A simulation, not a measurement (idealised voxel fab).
The process module that follows is named voxel ribs on slabs.
For reference, the cross-section in this document is cut, with width 175 nm and square cells of 5 nm.
A cross-section is a grid of square cells, given in bands from the top down. A band is one or more rows of cells. A band entry consists of two parts. The first gives the height of the band's top and the height of its bottom, in nm. The rest lists the band's materials from left to right, each with its width in nm. A single material labelled with the word "everywhere" fills the band from edge to edge, and the word "blank" marks empty space. The level at which height equals 0 is the one under which the wafer, as it arrives, is entirely one material. No lower edge exists for the bottom band, which continues downward and is notated as in "top 0, no bottom". Quick explanation for "30->40": the width changes in equal steps down the rows of cells, from the first number in the band's top row to the second number in its bottom row. Given "remained unchanged" for a step, no cell of the cross-section differs between before and after that step. Closed empty spaces (no open way to the top) of 8 cells or more are what "Fully sealed voids" lists, each as width x height at distance from the left edge, nm for all three. Where a step's line continues beyond its settings, the continuation is a remark by the simulator itself on that step. overlay nm: mask offset rightward from planned place, masked step; negative means leftward offset.

Planned process steps
1,RECEIVE with material Si
2,DIRECTIONAL_DEP with material SiO2, thk nm 30
3,DIRECTIONAL_DEP with material SiN, thk nm 20
4,PATTERN with tone cover, mask id RIB, material resist, width nm 20, thk nm 20, overlay nm -15
5,DIRECTIONAL_ETCH with etch materials SiN, depth nm 15
6,STRIP with etch materials resist
7,PATTERN with tone cover, mask id SLAB, material resist, width nm 60, thk nm 20, overlay nm 0
8,DIRECTIONAL_ETCH with etch materials SiN, depth nm 5
9,STRIP with etch materials resist
10,FILL_DEP with material SiO2, thk nm 15
11,CMP with height nm 60
12,DIRECTIONAL_DEP with material TiN, thk nm 10
13,DIRECTIONAL_DEP with material aC, thk nm 10
14,PATTERN with tone cover, mask id HEATER, material resist, width nm 30, thk nm 25, overlay nm 0
15,DIRECTIONAL_ETCH with etch materials aC, depth nm 10
16,STRIP with etch materials resist
17,DIRECTIONAL_ETCH with etch materials TiN, depth nm 10
18,STRIP with etch materials aC
19,CONFORMAL_DEP with material SiN, thk nm 5
Wafer-to-wafer difference: overlay nm, step 4. Common start. Plan = first wafer's value.

Cross-section of the first of several received wafers, showing its state after step 1
	top 0, no bottom  Si everywhere
	Fully sealed voids: none

End of module, by wafer: material-by-material cell gain (+) or loss (-) since receipt, then closed voids
overlay nm -15, +63 SiN, +396 SiO2, +12 TiN, Fully sealed voids: none
overlay nm -10, +63 SiN, +396 SiO2, +12 TiN, Fully sealed voids: none
overlay nm -5, +63 SiN, +396 SiO2, +12 TiN, Fully sealed voids: none
overlay nm 0, +63 SiN, +396 SiO2, +12 TiN, Fully sealed voids: none
overlay nm 5, +63 SiN, +396 SiO2, +12 TiN, Fully sealed voids: none
overlay nm 10, +63 SiN, +396 SiO2, +12 TiN, Fully sealed voids: none
overlay nm 15, +63 SiN, +396 SiO2, +12 TiN, Fully sealed voids: none
